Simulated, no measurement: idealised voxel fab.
This section sets out a process module, namely voxel air gaps.
In the cross-section labelled cut, the width is 230 nm and each square cell is 5 nm.
Cross-sections here: square-cell grids, written as top-down lists of bands, a band being one or more rows of cells.
Per band: top height and bottom height in nm, followed by the left-to-right materials and their widths in nm; "throughout" marks a single material spanning edge to edge, "blank" marks empty space.
Ref level 0: as-received wafer is one material below here. Bottom band extends down with no lower bound ("z 0 and below").
A two-number width, for instance "30 to 40", indicates that the width is equal to the first number in the top row of the band and to the second number in the bottom row, and that it changes by a constant amount per row of cells.
It should be understood that the words "everything unchanged", when stated for a given step, signify that the cross-section underwent no change in any of its cells during that step.
"Listed closed voids": sealed empty spaces, 8 cells or more, no open way to top, listed width x height at distance, with distance from the left edge and width, height and distance in nm.
Step line, after settings: the simulator's comment on this step.
"overlay nm" answers the question of how far to the right of plan the mask lay on a step that has a mask, and when it is negative the answer is to the left.
[These are the steps we planned for the process]
1: RECEIVE [material Si]
2: CONFORMAL_DEP [material SiO2] [thk nm 10]
3: CONFORMAL_DEP [material SiN] [thk nm 5]
4: DIRECTIONAL_DEP [material lowk] [thk nm 40]
5: PATTERN [tone open] [mask id LINES] [material resist] [width nm 20] [pitch nm 45] [thk nm 20] [overlay nm 0]
6: DIRECTIONAL_ETCH [etch materials lowk] [depth nm 40]
7: STRIP [etch materials resist]
8: CONFORMAL_DEP [material TiN] [thk nm 5]
9: FILL_DEP [material Ru] [thk nm 5]
10: CMP [height nm 55]
11: EPI [material Ru] [thk nm 10]
12: SELECTIVE_ETCH [etch materials lowk] [depth nm 50]
13: CONFORMAL_DEP [material SiCN] [thk nm 5]
[As received (post step 1): cross-section]
  z 0 and below  Si throughout
  Listed closed voids: none
[The cross-section shown corresponds to the wafer at the conclusion of the module. The initial structure and the process plan are those presented above; however, one mistake occurred in executing the plan]
  z 75 to 70  SiCN throughout
  z 70 to 60  Ru throughout
  z 60 to 55  TiN: 40, then Ru: 10, then TiN: 35, then Ru: 10, then TiN: 35, then Ru: 10, then TiN: 35, then Ru: 10, then TiN: 45
  z 55 to 20  lowk: 35, then TiN: 5, then Ru: 10, then TiN: 5, then lowk: 25, then TiN: 5, then Ru: 10, then TiN: 5, then lowk: 25, then TiN: 5, then Ru: 10, then TiN: 5, then lowk: 25, then TiN: 5, then Ru: 10, then TiN: 5, then lowk: 40
  z 20 to 15  lowk: 35, then TiN: 20, then lowk: 25, then TiN: 20, then lowk: 25, then TiN: 20, then lowk: 25, then TiN: 20, then lowk: 40
  z 15 to 10  SiN throughout
  z 10 to 0  SiO2 throughout
  z 0 and below  Si throughout
  Listed closed voids: none
Processing error: step 10 changed vs plan, executed as CMP [height nm 60]
